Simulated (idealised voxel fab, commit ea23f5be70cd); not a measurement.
The following is a process module called voxel capacitor over wiring.
The cross-section shown here is cut; it is 190 nm wide and divided into square cells measuring 5 nm on a side.
We lay out every cross-section as a grid of square cells and spell it out in bands from the top down, where one band means one or more rows of cells. Band: top height; bottom height; in nm. Then, left to right: material with width in nm, for each material. "full width": a single material spanning edge to edge. "empty": empty space. Heights are expressed relative to 0, this being the level below which the as-received wafer comprises one material exclusively. The lowest band is unbounded in the downward direction and is denoted as in "z 0 and below". With a width like "30..40", each row of cells in the band differs from the next by the same amount, the top row carrying the first number and the bottom row the second. Key: "nothing changed" - step with no changed cell in the cross-section. The list in "Enclosed internal cavities" covers empty spaces of 8 cells or more that cannot reach the top through any open way, and it gives each as width x height at distance; the distance is from the left edge, and width, height and distance are in nm. Step line, after settings: the simulator's comment on this step. overlay nm: for a step with a mask, the amount by which the mask lay right of where it was planned; a negative amount means left of it. Pairs ahead. Before: cross-section ahead of one process step. After: cross-section once the step is done, shown to the lowest changed band only. Under each pair: that step, with settings. Caution: pairs may come from different runs of this module on the same starting wafer; a pair follows the pair above only where its "Before step" entry says so.
**Before step**
  z 50 to 40 | 50 empty / 20 aC / 50 empty / 20 aC / 50 empty
  z 40 to 20 | 50 empty / 20 Ru / 50 empty / 20 Ru / 50 empty
  z 20 to 5 | SiO2 full width
  z 5 to 0 | TiN full width
  z 0 and below | Si full width
  Enclosed internal cavities: none
**Section After Processing**
  z 40 to 20 | 50 empty / 20 Ru / 50 empty / 20 Ru / 50 empty
  Everything under 20 stays put, no change at all.
  Enclosed internal cavities: none
The two cross-sections above are separated by a single process step, namely STRIP: etch materials aC
Before step: the pre-step structure is the one depicted after the step in the pair just above.
**Section After Processing**
  z 45 to 40 | 45 empty / 30 SiN / 40 empty / 30 SiN / 45 empty
  z 40 to 25 | 45 empty / 5 SiN / 20 Ru / 5 SiN / 40 empty / 5 SiN / 20 Ru / 5 SiN / 45 empty
  z 25 to 20 | 50 SiN / 20 Ru / 50 SiN / 20 Ru / 50 SiN
  Everything under 20 stays put, no change at all.
  Enclosed internal cavities: none
The two cross-sections above are separated by a single process step, namely CONFORMAL_DEP: material SiN, thk nm 5
Before step: the pre-step structure is the one depicted after the step in the pair just above.
**Section After Processing**
  z 55 to 45 | SiO2 full width
  z 45 to 40 | 45 SiO2 / 30 SiN / 40 SiO2 / 30 SiN / 45 SiO2
  z 40 to 25 | 45 SiO2 / 5 SiN / 20 Ru / 5 SiN / 40 SiO2 / 5 SiN / 20 Ru / 5 SiN / 45 SiO2
  Everything under 25 stays put, no change at all.
  Enclosed internal cavities: none
The two cross-sections above are separated by a single process step, namely FILL_DEP: material SiO2, thk nm 10
Before step: the pre-step structure is the one depicted after the step in the pair just above.
**Section After Processing**
  z 40 to 25 | 45 SiO2 / 5 SiN / 20 Ru / 5 SiN / 40 SiO2 / 5 SiN / 20 Ru / 5 SiN / 45 SiO2
  Everything under 25 stays put, no change at all.
  Enclosed internal cavities: none
The two cross-sections above are separated by a single process step, namely CMP: height nm 40
Before step: the pre-step structure is the one depicted after the step in the pair just above.
**Section After Processing**
  z 45 to 40 | SiCN full width
  Everything under 40 stays put, no change at all.
  Enclosed internal cavities: none
The two cross-sections above are separated by a single process step, namely CONFORMAL_DEP: material SiCN, thk nm 5
Before step: the pre-step structure is the one depicted after the step in the pair just above.
**Section After Processing**
  z 55 to 45 | lowk full width
  Everything under 45 stays put, no change at all.
  Enclosed internal cavities: none
The two cross-sections above are separated by a single process step, namely DIRECTIONAL_DEP: material lowk, thk nm 10
Before step: the pre-step structure is the one depicted after the step in the pair just above.
**Section After Processing**
  z 55 to 45 | 55 lowk / 15 empty / 120 lowk
  Everything under 45 stays put, no change at all.
  Enclosed internal cavities: none
The two cross-sections above are separated by a single process step, namely MASKED_ETCH: tone open, mask id PLUG_1, width nm 15, etch materials lowk, depth nm 10, overlay nm 0
Before step: the pre-step structure is the one depicted after the step in the pair just above.
**Section After Processing**
  z 55 to 45 | 55 lowk / 15 empty / 120 lowk
  z 45 to 40 | 55 SiCN / 15 empty / 120 SiCN
  Everything under 40 stays put, no change at all.
  Enclosed internal cavities: none
The two cross-sections above are separated by a single process step, namely MASKED_ETCH: tone open, mask id PLUG_1, width nm 15, etch materials SiCN, depth nm 5, overlay nm 0
Before step: the pre-step structure is the one depicted after the step in the pair just above.
**Section After Processing**
  z 55 to 50 | 55 lowk / 15 empty / 120 lowk
  z 50 to 45 | 55 lowk / 15 Ru / 120 lowk
  z 45 to 40 | 55 SiCN / 15 Ru / 120 SiCN
  Everything under 40 stays put, no change at all.
  Enclosed internal cavities: none
The two cross-sections above are separated by a single process step, namely EPI: material Ru, thk nm 10
Before step: the pre-step structure is the one depicted after the step in the pair just above.
**Section After Processing**
  z 55 to 45 | 55 lowk / 15 Ru / 120 lowk
  Everything under 45 stays put, no change at all.
  Enclosed internal cavities: none
The two cross-sections above are separated by a single process step, namely EPI: material Ru, thk nm 5
Before step: the pre-step structure is the one depicted after the step in the pair just above.
**Section After Processing**
  z 60 to 55 | TiN full width
  Everything under 55 stays put, no change at all.
  Enclosed internal cavities: none
The two cross-sections above are separated by a single process step, namely DIRECTIONAL_DEP: material TiN, thk nm 5
Before step: the pre-step structure is the one depicted after the step in the pair just above.
**Section After Processing**
  z 65 to 60 | HfO2 full width
  Everything under 60 stays put, no change at all.
  Enclosed internal cavities: none
The two cross-sections above are separated by a single process step, namely DIRECTIONAL_DEP: material HfO2, thk nm 5
Before step: the pre-step structure is the one depicted after the step in the pair just above.
**Section After Processing**
  z 70 to 65 | TiN full width
  Everything under 65 stays put, no change at all.
  Enclosed internal cavities: none
The two cross-sections above are separated by a single process step, namely DIRECTIONAL_DEP: material TiN, thk nm 5
Before step: the pre-step structure is the one depicted after the step in the pair just above.
**Section After Processing**
  z 80 to 70 | aC full width
  Everything under 70 stays put, no change at all.
  Enclosed internal cavities: none
The two cross-sections above are separated by a single process step, namely DIRECTIONAL_DEP: material aC, thk nm 10
Before step: the pre-step structure is the one depicted after the step in the pair just above.
**Section After Processing**
  z 110 to 80 | 55 empty / 55 resist / 80 empty
  Everything under 80 stays put, no change at all.
  Enclosed internal cavities: none
The two cross-sections above are separated by a single process step, namely PATTERN: tone cover, mask id UPPER_PLATE, material resist, width nm 55, thk nm 30, overlay nm 0
Before step: the pre-step structure is the one depicted after the step in the pair just above.
**Section After Processing**
  z 100 to 80 | 55 empty / 55 resist / 80 empty
  z 80 to 70 | 55 empty / 55 aC / 80 empty
  Everything under 70 stays put, no change at all.
  Enclosed internal cavities: none
The two cross-sections above are separated by a single process step, namely DIRECTIONAL_ETCH: etch materials aC, depth nm 10
Before step: the pre-step structure is the one depicted after the step in the pair just above.
**Section After Processing**
  z 80 to 70 | 55 empty / 55 aC / 80 empty
  Everything under 70 stays put, no change at all.
  Enclosed internal cavities: none
The two cross-sections above are separated by a single process step, namely STRIP: etch materials resist
Before step: the pre-step structure is the one depicted after the step in the pair just above.
**Section After Processing**
  z 80 to 70 | 55 empty / 55 aC / 80 empty
  z 70 to 65 | 55 empty / 55 TiN / 80 empty
  Everything under 65 stays put, no change at all.
  Enclosed internal cavities: none
The two cross-sections above are separated by a single process step, namely DIRECTIONAL_ETCH: etch materials TiN, depth nm 5
Before step: the pre-step structure is the one depicted after the step in the pair just above.
**Section After Processing**
  z 80 to 70 | 55 empty / 55 aC / 80 empty
  z 70 to 65 | 55 empty / 55 TiN / 80 empty
  z 65 to 60 | 55 empty / 55 HfO2 / 80 empty
  Everything under 60 stays put, no change at all.
  Enclosed internal cavities: none
The two cross-sections above are separated by a single process step, namely DIRECTIONAL_ETCH: etch materials HfO2, depth nm 5
Before step: the pre-step structure is the one depicted after the step in the pair just above.
**Section After Processing**
  z 70 to 65 | 55 empty / 55 TiN / 80 empty
  Everything under 65 stays put, no change at all.
  Enclosed internal cavities: none
The two cross-sections above are separated by a single process step, namely STRIP: etch materials aC
Before step: the pre-step structure is the one depicted after the step in the pair just above.
**Section After Processing**
  z 70 to 65 | 55 empty / 55 TiN / 80 empty
  z 65 to 60 | 55 empty / 55 HfO2 / 80 empty
  z 60 to 55 | 50 empty / 65 TiN / 75 empty
  Everything under 55 stays put, no change at all.
  Enclosed internal cavities: none
The two cross-sections above are separated by a single process step, namely MASKED_ETCH: tone cover, mask id LOWER_PLATE, width nm 65, etch materials TiN, depth nm 5, overlay nm 0
Before step: the pre-step structure is the one depicted after the step in the pair just above.
**Section After Processing**
  z 85 to 70 | SiO2 full width
  z 70 to 65 | 55 SiO2 / 55 TiN / 80 SiO2
  z 65 to 60 | 55 SiO2 / 55 HfO2 / 80 SiO2
  z 60 to 55 | 50 SiO2 / 65 TiN / 75 SiO2
  Everything under 55 stays put, no change at all.
  Enclosed internal cavities: none
The two cross-sections above are separated by a single process step, namely FILL_DEP: material SiO2, thk nm 15
Before step: the pre-step structure is the one depicted after the step in the pair just above.
**Section After Processing**
  z 80 to 70 | SiO2 full width
  Everything under 70 stays put, no change at all.
  Enclosed internal cavities: none
The two cross-sections above are separated by a single process step, namely CMP: height nm 80
Before step: the pre-step structure is the one depicted after the step in the pair just above.
**Section After Processing**
  z 95 to 80 | 65 resist / 15 empty / 110 resist
  Everything under 80 stays put, no change at all.
  Enclosed internal cavities: none
The two cross-sections above are separated by a single process step, namely PATTERN: tone open, mask id PLUG_2, material resist, width nm 15, thk nm 15, overlay nm 0
Before step: the pre-step structure is the one depicted after the step in the pair just above.
**Section After Processing**
  z 95 to 80 | 65 resist / 15 empty / 110 resist
  z 80 to 70 | 65 SiO2 / 15 empty / 110 SiO2
  Everything under 70 stays put, no change at all.
  Enclosed internal cavities: none
The two cross-sections above are separated by a single process step, namely DIRECTIONAL_ETCH: etch materials SiO2, depth nm 10
Before step: the pre-step structure is the one depicted after the step in the pair just above.
**Section After Processing**
  z 80 to 70 | 65 SiO2 / 15 empty / 110 SiO2
  Everything under 70 stays put, no change at all.
  Enclosed internal cavities: none
The two cross-sections above are separated by a single process step, namely STRIP: etch materials resist
Before step: the pre-step structure is the one depicted after the step in the pair just above.
**Section After Processing**
  z 85 to 80 | 70 TiN / 5 empty / 115 TiN
  z 80 to 75 | 65 SiO2 / 5 TiN / 5 empty / 5 TiN / 110 SiO2
  z 75 to 65 | 65..55 SiO2 / 15..55 TiN / 110..80 SiO2
  Everything under 65 stays put, no change at all.
  Enclosed internal cavities: none
The two cross-sections above are separated by a single process step, namely CONFORMAL_DEP: material TiN, thk nm 5
Before step: the pre-step structure is the one depicted after the step in the pair just above.
**Section After Processing**
  z 90 to 85 | Cu full width
  z 85 to 80 | 70 TiN / 5 Cu / 115 TiN
  z 80 to 75 | 65 SiO2 / 5 TiN / 5 Cu / 5 TiN / 110 SiO2
  Everything under 75 stays put, no change at all.
  Enclosed internal cavities: none
The two cross-sections above are separated by a single process step, namely FILL_DEP: material Cu, thk nm 5
Before step: the pre-step structure is the one depicted after the step in the pair just above.
**Section After Processing**
  z 80 to 75 | 65 SiO2 / 5 TiN / 5 Cu / 5 TiN / 110 SiO2
  Everything under 75 stays put, no change at all.
  Enclosed internal cavities: none
The two cross-sections above are separated by a single process step, namely CMP: height nm 80
Before step: the pre-step structure is the one depicted after the step in the pair just above.
**Section After Processing**
  z 85 to 80 | SiN full width
  Everything under 80 stays put, no change at all.
  Enclosed internal cavities: none
The two cross-sections above are separated by a single process step, namely CONFORMAL_DEP: material SiN, thk nm 5
**Before step**
  z 65 to 60 | HfO2 full width
  z 60 to 55 | TiN full width
  z 55 to 45 | 55 lowk / 15 Ru / 120 lowk
  z 45 to 40 | 55 SiCN / 15 Ru / 120 SiCN
  z 40 to 20 | 45 SiO2 / 5 SiN / 20 Ru / 5 SiN / 40 SiO2 / 5 SiN / 20 Ru / 5 SiN / 45 SiO2
  z 20 to 15 | 50 SiN / 20 TiN / 50 SiN / 20 TiN / 50 SiN
  z 15 to 0 | SiO2 full width
  z 0 and below | Si full width
  Enclosed internal cavities: none
**Section After Processing**
  z 80 to 65 | TiN full width
  Everything under 65 stays put, no change at all.
  Enclosed internal cavities: none
The two cross-sections above are separated by a single process step, namely DIRECTIONAL_DEP: material TiN, thk nm 15
Before step: the pre-step structure is the one depicted after the step in the pair just above.
**Section After Processing**
  z 90 to 80 | aC full width
  Everything under 80 stays put, no change at all.
  Enclosed internal cavities: none
The two cross-sections above are separated by a single process step, namely DIRECTIONAL_DEP: material aC, thk nm 10
Before step: the pre-step structure is the one depicted after the step in the pair just above.
**Section After Processing**
  z 120 to 90 | 55 empty / 55 resist / 80 empty
  Everything under 90 stays put, no change at all.
  Enclosed internal cavities: none
The two cross-sections above are separated by a single process step, namely PATTERN: tone cover, mask id UPPER_PLATE, material resist, width nm 55, thk nm 30, overlay nm 0
Before step: the pre-step structure is the one depicted after the step in the pair just above.
**Section After Processing**
  z 110 to 90 | 55 empty / 55 resist / 80 empty
  z 90 to 80 | 55 empty / 55 aC / 80 empty
  Everything under 80 stays put, no change at all.
  Enclosed internal cavities: none
The two cross-sections above are separated by a single process step, namely DIRECTIONAL_ETCH: etch materials aC, depth nm 10
Before step: the pre-step structure is the one depicted after the step in the pair just above.
**Section After Processing**
  z 90 to 80 | 55 empty / 55 aC / 80 empty
  Everything under 80 stays put, no change at all.
  Enclosed internal cavities: none
The two cross-sections above are separated by a single process step, namely STRIP: etch materials resist
Before step: the pre-step structure is the one depicted after the step in the pair just above.
**Section After Processing**
  z 90 to 80 | 55 empty / 55 aC / 80 empty
  z 80 to 75 | 55 empty / 55 TiN / 80 empty
  Everything under 75 stays put, no change at all.
  Enclosed internal cavities: none
The two cross-sections above are separated by a single process step, namely DIRECTIONAL_ETCH: etch materials TiN, depth nm 5
Before step: the pre-step structure is the one depicted after the step in the pair just above.
**Section After Processing**
  z 80 to 75 | 55 empty / 55 TiN / 80 empty
  Everything under 75 stays put, no change at all.
  Enclosed internal cavities: none
The two cross-sections above are separated by a single process step, namely STRIP: etch materials aC
Before step: the pre-step structure is the one depicted after the step in the pair just above.
**Section After Processing**
  z 80 to 70 | 55..50 empty / 55..65 TiN / 80..75 empty
  Everything under 70 stays put, no change at all.
  Enclosed internal cavities: none
The two cross-sections above are separated by a single process step, namely MASKED_ETCH: tone cover, mask id LOWER_PLATE, width nm 65, etch materials TiN, depth nm 5, overlay nm 0
Before step: the pre-step structure is the one depicted after the step in the pair just above.
**Section After Processing**
  z 95 to 80 | SiO2 full width
  z 80 to 70 | 55..50 SiO2 / 55..65 TiN / 80..75 SiO2
  Everything under 70 stays put, no change at all.
  Enclosed internal cavities: none
The two cross-sections above are separated by a single process step, namely FILL_DEP: material SiO2, thk nm 15
Before step: the pre-step structure is the one depicted after the step in the pair just above.
**Section After Processing**
  z 80 to 70 | 55..50 SiO2 / 55..65 TiN / 80..75 SiO2
  Everything under 70 stays put, no change at all.
  Enclosed internal cavities: none
The two cross-sections above are separated by a single process step, namely CMP: height nm 80
Before step: the pre-step structure is the one depicted after the step in the pair just above.
**Section After Processing**
  z 95 to 80 | 65 resist / 15 empty / 110 resist
  Everything under 80 stays put, no change at all.
  Enclosed internal cavities: none
The two cross-sections above are separated by a single process step, namely PATTERN: tone open, mask id PLUG_2, material resist, width nm 15, thk nm 15, overlay nm 0
Before step: the pre-step structure is the one depicted after the step in the pair just above.
**Section After Processing**
  z 80 to 70 | 55..50 SiO2 / 55..65 TiN / 80..75 SiO2
  Everything under 70 stays put, no change at all.
  Enclosed internal cavities: none
The two cross-sections above are separated by a single process step, namely STRIP: etch materials resist
Before step: the pre-step structure is the one depicted after the step in the pair just above.
**Section After Processing**
  z 85 to 80 | TiN full width
  Everything under 80 stays put, no change at all.
  Enclosed internal cavities: none
The two cross-sections above are separated by a single process step, namely CONFORMAL_DEP: material TiN, thk nm 5
Before step: the pre-step structure is the one depicted after the step in the pair just above.
**Section After Processing**
  z 90 to 85 | Cu full width
  Everything under 85 stays put, no change at all.
  Enclosed internal cavities: none
The two cross-sections above are separated by a single process step, namely FILL_DEP: material Cu, thk nm 5
Before step: the pre-step structure is the one depicted after the step in the pair just above.
**Section After Processing**
  z 80 to 70 | 55..50 SiO2 / 55..65 TiN / 80..75 SiO2
  Everything under 70 stays put, no change at all.
  Enclosed internal cavities: none
The two cross-sections above are separated by a single process step, namely CMP: height nm 80
Before step: the pre-step structure is the one depicted after the step in the pair just above.
**Section After Processing**
  z 85 to 80 | SiN full width
  Everything under 80 stays put, no change at all.
  Enclosed internal cavities: none
The two cross-sections above are separated by a single process step, namely CONFORMAL_DEP: material SiN, thk nm 5
**Before step**
  z 55 to 45 | lowk full width
  z 45 to 40 | SiCN full width
  z 40 to 20 | 45 SiO2 / 5 SiN / 20 Ru / 5 SiN / 40 SiO2 / 5 SiN / 20 Ru / 5 SiN / 45 SiO2
  z 20 to 15 | 50 SiN / 20 TiN / 50 SiN / 20 TiN / 50 SiN
  z 15 to 0 | SiO2 full width
  z 0 and below | Si full width
  Enclosed internal cavities: none
**Section After Processing**
  z 55 to 45 | 50 lowk / 25 empty / 115 lowk
  Everything under 45 stays put, no change at all.
  Enclosed internal cavities: none
The two cross-sections above are separated by a single process step, namely MASKED_ETCH: tone open, mask id PLUG_1, width nm 25, etch materials lowk, depth nm 10, overlay nm 0
Before step: the pre-step structure is the one depicted after the step in the pair just above.
**Section After Processing**
  z 55 to 45 | 50 lowk / 25 empty / 115 lowk
  z 45 to 40 | 55 SiCN / 15 empty / 120 SiCN
  Everything under 40 stays put, no change at all.
  Enclosed internal cavities: none
The two cross-sections above are separated by a single process step, namely MASKED_ETCH: tone open, mask id PLUG_1, width nm 15, etch materials SiCN, depth nm 5, overlay nm 0
Before step: the pre-step structure is the one depicted after the step in the pair just above.
**Section After Processing**
  z 55 to 50 | 50 lowk / 25 empty / 115 lowk
  z 50 to 45 | 50 lowk / 25 Ru / 115 lowk
  z 45 to 40 | 55 SiCN / 15 Ru / 120 SiCN
  Everything under 40 stays put, no change at all.
  Enclosed internal cavities: none
The two cross-sections above are separated by a single process step, namely EPI: material Ru, thk nm 10
Before step: the pre-step structure is the one depicted after the step in the pair just above.
**Section After Processing**
  z 55 to 45 | 50 lowk / 25 Ru / 115 lowk
  Everything under 45 stays put, no change at all.
  Enclosed internal cavities: none
The two cross-sections above are separated by a single process step, namely EPI: material Ru, thk nm 5
Before step: the pre-step structure is the one depicted after the step in the pair just above.
**Section After Processing**
  z 60 to 55 | TiN full width
  Everything under 55 stays put, no change at all.
  Enclosed internal cavities: none
The two cross-sections above are separated by a single process step, namely DIRECTIONAL_DEP: material TiN, thk nm 5
Before step: the pre-step structure is the one depicted after the step in the pair just above.
**Section After Processing**
  z 65 to 60 | HfO2 full width
  Everything under 60 stays put, no change at all.
  Enclosed internal cavities: none
The two cross-sections above are separated by a single process step, namely DIRECTIONAL_DEP: material HfO2, thk nm 5
Before step: the pre-step structure is the one depicted after the step in the pair just above.
**Section After Processing**
  z 70 to 65 | TiN full width
  Everything under 65 stays put, no change at all.
  Enclosed internal cavities: none
The two cross-sections above are separated by a single process step, namely DIRECTIONAL_DEP: material TiN, thk nm 5
Before step: the pre-step structure is the one depicted after the step in the pair just above.
**Section After Processing**
  z 80 to 70 | aC full width
  Everything under 70 stays put, no change at all.
  Enclosed internal cavities: none
The two cross-sections above are separated by a single process step, namely DIRECTIONAL_DEP: material aC, thk nm 10
Before step: the pre-step structure is the one depicted after the step in the pair just above.
**Section After Processing**
  z 110 to 80 | 55 empty / 55 resist / 80 empty
  Everything under 80 stays put, no change at all.
  Enclosed internal cavities: none
The two cross-sections above are separated by a single process step, namely PATTERN: tone cover, mask id UPPER_PLATE, material resist, width nm 55, thk nm 30, overlay nm 0
Before step: the pre-step structure is the one depicted after the step in the pair just above.
**Section After Processing**
  z 100 to 80 | 55 empty / 55 resist / 80 empty
  z 80 to 70 | 55 empty / 55 aC / 80 empty
  Everything under 70 stays put, no change at all.
  Enclosed internal cavities: none
The two cross-sections above are separated by a single process step, namely DIRECTIONAL_ETCH: etch materials aC, depth nm 10
Before step: the pre-step structure is the one depicted after the step in the pair just above.
**Section After Processing**
  z 80 to 70 | 55 empty / 55 aC / 80 empty
  Everything under 70 stays put, no change at all.
  Enclosed internal cavities: none
The two cross-sections above are separated by a single process step, namely STRIP: etch materials resist
Before step: the pre-step structure is the one depicted after the step in the pair just above.
**Section After Processing**
  z 80 to 70 | 55 empty / 55 aC / 80 empty
  z 70 to 65 | 55 empty / 55 TiN / 80 empty
  Everything under 65 stays put, no change at all.
  Enclosed internal cavities: none
The two cross-sections above are separated by a single process step, namely DIRECTIONAL_ETCH: etch materials TiN, depth nm 5
Before step: the pre-step structure is the one depicted after the step in the pair just above.
**Section After Processing**
  z 80 to 70 | 55 empty / 55 aC / 80 empty
  z 70 to 65 | 55 empty / 55 TiN / 80 empty
  z 65 to 60 | 55 empty / 55 HfO2 / 80 empty
  Everything under 60 stays put, no change at all.
  Enclosed internal cavities: none
The two cross-sections above are separated by a single process step, namely DIRECTIONAL_ETCH: etch materials HfO2, depth nm 5
Before step: the pre-step structure is the one depicted after the step in the pair just above.
**Section After Processing**
  z 70 to 65 | 55 empty / 55 TiN / 80 empty
  Everything under 65 stays put, no change at all.
  Enclosed internal cavities: none
The two cross-sections above are separated by a single process step, namely STRIP: etch materials aC
Before step: the pre-step structure is the one depicted after the step in the pair just above.
**Section After Processing**
  z 70 to 65 | 55 empty / 55 TiN / 80 empty
  z 65 to 60 | 55 empty / 55 HfO2 / 80 empty
  z 60 to 55 | 50 empty / 65 TiN / 75 empty
  Everything under 55 stays put, no change at all.
  Enclosed internal cavities: none
The two cross-sections above are separated by a single process step, namely MASKED_ETCH: tone cover, mask id LOWER_PLATE, width nm 65, etch materials TiN, depth nm 5, overlay nm 0
Before step: the pre-step structure is the one depicted after the step in the pair just above.
**Section After Processing**
  z 85 to 70 | SiO2 full width
  z 70 to 65 | 55 SiO2 / 55 TiN / 80 SiO2
  z 65 to 60 | 55 SiO2 / 55 HfO2 / 80 SiO2
  z 60 to 55 | 50 SiO2 / 65 TiN / 75 SiO2
  Everything under 55 stays put, no change at all.
  Enclosed internal cavities: none
The two cross-sections above are separated by a single process step, namely FILL_DEP: material SiO2, thk nm 15
Before step: the pre-step structure is the one depicted after the step in the pair just above.
**Section After Processing**
  z 80 to 70 | SiO2 full width
  Everything under 70 stays put, no change at all.
  Enclosed internal cavities: none
The two cross-sections above are separated by a single process step, namely CMP: height nm 80
Before step: the pre-step structure is the one depicted after the step in the pair just above.
**Section After Processing**
  z 95 to 80 | 65 resist / 15 empty / 110 resist
  Everything under 80 stays put, no change at all.
  Enclosed internal cavities: none
The two cross-sections above are separated by a single process step, namely PATTERN: tone open, mask id PLUG_2, material resist, width nm 15, thk nm 15, overlay nm 0
Before step: the pre-step structure is the one depicted after the step in the pair just above.
**Section After Processing**
  z 95 to 80 | 65 resist / 15 empty / 110 resist
  z 80 to 70 | 65 SiO2 / 15 empty / 110 SiO2
  Everything under 70 stays put, no change at all.
  Enclosed internal cavities: none
The two cross-sections above are separated by a single process step, namely DIRECTIONAL_ETCH: etch materials SiO2, depth nm 10
Before step: the pre-step structure is the one depicted after the step in the pair just above.
**Section After Processing**
  z 80 to 70 | 65 SiO2 / 15 empty / 110 SiO2
  Everything under 70 stays put, no change at all.
  Enclosed internal cavities: none
The two cross-sections above are separated by a single process step, namely STRIP: etch materials resist
Before step: the pre-step structure is the one depicted after the step in the pair just above.
**Section After Processing**
  z 85 to 80 | 70 TiN / 5 empty / 115 TiN
  z 80 to 75 | 65 SiO2 / 5 TiN / 5 empty / 5 TiN / 110 SiO2
  z 75 to 65 | 65..55 SiO2 / 15..55 TiN / 110..80 SiO2
  Everything under 65 stays put, no change at all.
  Enclosed internal cavities: none
The two cross-sections above are separated by a single process step, namely CONFORMAL_DEP: material TiN, thk nm 5
Before step: the pre-step structure is the one depicted after the step in the pair just above.
**Section After Processing**
  z 90 to 85 | Cu full width
  z 85 to 80 | 70 TiN / 5 Cu / 115 TiN
  z 80 to 75 | 65 SiO2 / 5 TiN / 5 Cu / 5 TiN / 110 SiO2
  Everything under 75 stays put, no change at all.
  Enclosed internal cavities: none
The two cross-sections above are separated by a single process step, namely FILL_DEP: material Cu, thk nm 5
Before step: the pre-step structure is the one depicted after the step in the pair just above.
**Section After Processing**
  z 80 to 75 | 65 SiO2 / 5 TiN / 5 Cu / 5 TiN / 110 SiO2
  Everything under 75 stays put, no change at all.
  Enclosed internal cavities: none
The two cross-sections above are separated by a single process step, namely CMP: height nm 80
Before step: the pre-step structure is the one depicted after the step in the pair just above.
**Section After Processing**
  z 85 to 80 | SiN full width
  Everything under 80 stays put, no change at all.
  Enclosed internal cavities: none
The two cross-sections above are separated by a single process step, namely CONFORMAL_DEP: material SiN, thk nm 5
**Before step**
  z 70 to 65 | 55 empty / 55 TiN / 80 empty
  z 65 to 60 | 55 empty / 55 HfO2 / 80 empty
  z 60 to 55 | TiN full width
  z 55 to 45 | 55 lowk / 15 Ru / 120 lowk
  z 45 to 40 | 55 SiCN / 15 Ru / 120 SiCN
  z 40 to 20 | 45 SiO2 / 5 SiN / 20 Ru / 5 SiN / 40 SiO2 / 5 SiN / 20 Ru / 5 SiN / 45 SiO2
  z 20 to 15 | 50 SiN / 20 TiN / 50 SiN / 20 TiN / 50 SiN
  z 15 to 0 | SiO2 full width
  z 0 and below | Si full width
  Enclosed internal cavities: none
**Section After Processing**
  z 70 to 65 | 60 empty / 50 TiN / 80 empty
  z 65 to 60 | 55 empty / 55 HfO2 / 80 empty
  z 60 to 55 | 55 empty / 70 TiN / 65 empty
  Everything under 55 stays put, no change at all.
  Enclosed internal cavities: none
The two cross-sections above are separated by a single process step, namely MASKED_ETCH: tone cover, mask id LOWER_PLATE, width nm 65, etch materials TiN, depth nm 5, overlay nm 10
Before step: the pre-step structure is the one depicted after the step in the pair just above.
**Section After Processing**
  z 85 to 70 | SiO2 full width
  z 70 to 65 | 60 SiO2 / 50 TiN / 80 SiO2
  z 65 to 60 | 55 SiO2 / 55 HfO2 / 80 SiO2
  z 60 to 55 | 55 SiO2 / 70 TiN / 65 SiO2
  Everything under 55 stays put, no change at all.
  Enclosed internal cavities: none
The two cross-sections above are separated by a single process step, namely FILL_DEP: material SiO2, thk nm 15
Before step: the pre-step structure is the one depicted after the step in the pair just above.
**Section After Processing**
  z 80 to 70 | SiO2 full width
  Everything under 70 stays put, no change at all.
  Enclosed internal cavities: none
The two cross-sections above are separated by a single process step, namely CMP: height nm 80
Before step: the pre-step structure is the one depicted after the step in the pair just above.
**Section After Processing**
  z 95 to 80 | 65 resist / 15 empty / 110 resist
  Everything under 80 stays put, no change at all.
  Enclosed internal cavities: none
The two cross-sections above are separated by a single process step, namely PATTERN: tone open, mask id PLUG_2, material resist, width nm 15, thk nm 15, overlay nm 0
Before step: the pre-step structure is the one depicted after the step in the pair just above.
**Section After Processing**
  z 95 to 80 | 65 resist / 15 empty / 110 resist
  z 80 to 70 | 65 SiO2 / 15 empty / 110 SiO2
  Everything under 70 stays put, no change at all.
  Enclosed internal cavities: none
The two cross-sections above are separated by a single process step, namely DIRECTIONAL_ETCH: etch materials SiO2, depth nm 10
Before step: the pre-step structure is the one depicted after the step in the pair just above.
**Section After Processing**
  z 80 to 70 | 65 SiO2 / 15 empty / 110 SiO2
  Everything under 70 stays put, no change at all.
  Enclosed internal cavities: none
The two cross-sections above are separated by a single process step, namely STRIP: etch materials resist
Before step: the pre-step structure is the one depicted after the step in the pair just above.
**Section After Processing**
  z 85 to 80 | 70 TiN / 5 empty / 115 TiN
  z 80 to 75 | 65 SiO2 / 5 TiN / 5 empty / 5 TiN / 110 SiO2
  z 75 to 65 | 65..60 SiO2 / 15..50 TiN / 110..80 SiO2
  Everything under 65 stays put, no change at all.
  Enclosed internal cavities: none
The two cross-sections above are separated by a single process step, namely CONFORMAL_DEP: material TiN, thk nm 5
Before step: the pre-step structure is the one depicted after the step in the pair just above.
**Section After Processing**
  z 90 to 85 | Cu full width
  z 85 to 80 | 70 TiN / 5 Cu / 115 TiN
  z 80 to 75 | 65 SiO2 / 5 TiN / 5 Cu / 5 TiN / 110 SiO2
  Everything under 75 stays put, no change at all.
  Enclosed internal cavities: none
The two cross-sections above are separated by a single process step, namely FILL_DEP: material Cu, thk nm 5
Before step: the pre-step structure is the one depicted after the step in the pair just above.
**Section After Processing**
  z 80 to 75 | 65 SiO2 / 5 TiN / 5 Cu / 5 TiN / 110 SiO2
  Everything under 75 stays put, no change at all.
  Enclosed internal cavities: none
The two cross-sections above are separated by a single process step, namely CMP: height nm 80
Before step: the pre-step structure is the one depicted after the step in the pair just above.
**Section After Processing**
  z 85 to 80 | SiN full width
  Everything under 80 stays put, no change at all.
  Enclosed internal cavities: none
The two cross-sections above are separated by a single process step, namely CONFORMAL_DEP: material SiN, thk nm 5
**Before step**
  z 95 to 80 | 65 resist / 15 empty / 110 resist
  z 80 to 70 | 65 SiO2 / 15 empty / 110 SiO2
  z 70 to 65 | 55 SiO2 / 55 TiN / 80 SiO2
  z 65 to 60 | 55 SiO2 / 55 HfO2 / 80 SiO2
  z 60 to 55 | 50 SiO2 / 65 TiN / 75 SiO2
  z 55 to 45 | 55 lowk / 15 Ru / 120 lowk
  z 45 to 40 | 55 SiCN / 15 Ru / 120 SiCN
  z 40 to 20 | 45 SiO2 / 5 SiN / 20 Ru / 5 SiN / 40 SiO2 / 5 SiN / 20 Ru / 5 SiN / 45 SiO2
  z 20 to 15 | 50 SiN / 20 TiN / 50 SiN / 20 TiN / 50 SiN
  z 15 to 0 | SiO2 full width
  z 0 and below | Si full width
  Enclosed internal cavities: none
**Section After Processing**
  z 70 to 65 | 55 empty / 55 TiN / 80 empty
  z 65 to 60 | 55 empty / 55 HfO2 / 80 empty
  z 60 to 55 | 50 empty / 65 TiN / 75 empty
  Everything under 55 stays put, no change at all.
  Enclosed internal cavities: none
The two cross-sections above are separated by a single process step, namely STRIP: etch materials SiO2
Before step: the pre-step structure is the one depicted after the step in the pair just above.
**Section After Processing**
  z 75 to 65 | 50 empty / 65 TiN / 75 empty
  z 65 to 60 | 45 empty / 10 TiN / 55 HfO2 / 10 TiN / 70 empty
  z 60 to 55 | TiN full width
  Everything under 55 stays put, no change at all.
  Enclosed internal cavities: none
The two cross-sections above are separated by a single process step, namely CONFORMAL_DEP: material TiN, thk nm 5
